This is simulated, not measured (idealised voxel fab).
Presented below is a process module, voxel plated lines.
Shown is cross-section cut, with a width of 230 nm and square cells of size 5 nm.
If you're reading a cross-section in this doc, picture square cells in a grid; it comes to you as bands, top ones listed first down to the bottom, and a band can be one or more rows of cells. Band: top height; bottom height; in nm. Then, left to right: material with width in nm, for each material. "all across": a single material spanning edge to edge. "blank": empty space. Below 0: as-received wafer, all one material; heights counted from there. Lowest band: no bottom, goes on down, written "from 0 down". Per-row width for "30->40": begins at first number (top row of band), ends at second number (bottom row), increment between rows held constant. Step marked "left unchanged"? Then no cell in the cross-section changed in it. "Enclosed internal cavities": sealed empty spaces, 8 cells or more, no open way to top, listed width x height at distance, with distance from the left edge and width, height and distance in nm. Read whatever lies past the settings on a step's line as the simulator's own remark about the step. You can add "overlay nm" to a step's line. For a step with a mask, it describes how far the mask lay to the right of its planned position, and a negative number describes a lay to the left.
Steps planned for the process:
1,RECEIVE, material Si
2,CONFORMAL_DEP, material Al2O3, thk nm 5
3,DIRECTIONAL_DEP, material TiN, thk nm 5
4,PATTERN, tone open, mask id LINES, material resist, width nm 20, pitch nm 50, thk nm 25, overlay nm 0
5,EPI, material Ru, thk nm 5
6,EPI, material Ru, thk nm 10
7,STRIP, etch materials resist
8,DIRECTIONAL_ETCH, etch materials TiN, depth nm 5
9,CONFORMAL_DEP, material SiN, thk nm 5
Step 1 complete: cross-section of the wafer as received:
- from 0 down: Si all across
- Enclosed internal cavities: none
Final cross-section, module run with one mistake (start and plan as above):
- from 30 to 25: blank (55) | SiN (25) | blank (25) | SiN (25) | blank (25) | SiN (25) | blank (50)
- from 25 to 10: blank (55) | SiN (5) | Ru (15) | SiN (5) | blank (25) | SiN (5) | Ru (15) | SiN (5) | blank (25) | SiN (5) | Ru (15) | SiN (5) | blank (50)
- from 10 to 5: SiN (60) | TiN (15) | SiN (35) | TiN (15) | SiN (35) | TiN (15) | SiN (55)
- from 5 to 0: Al2O3 all across
- from 0 down: Si all across
- Enclosed internal cavities: none
Want to know what went wrong? it should be noted that step 4 was executed with settings other than those planned, the operation and settings actually applied being PATTERN, tone open, mask id LINES, material resist, width nm 15, pitch nm 50, thk nm 25, overlay nm 0
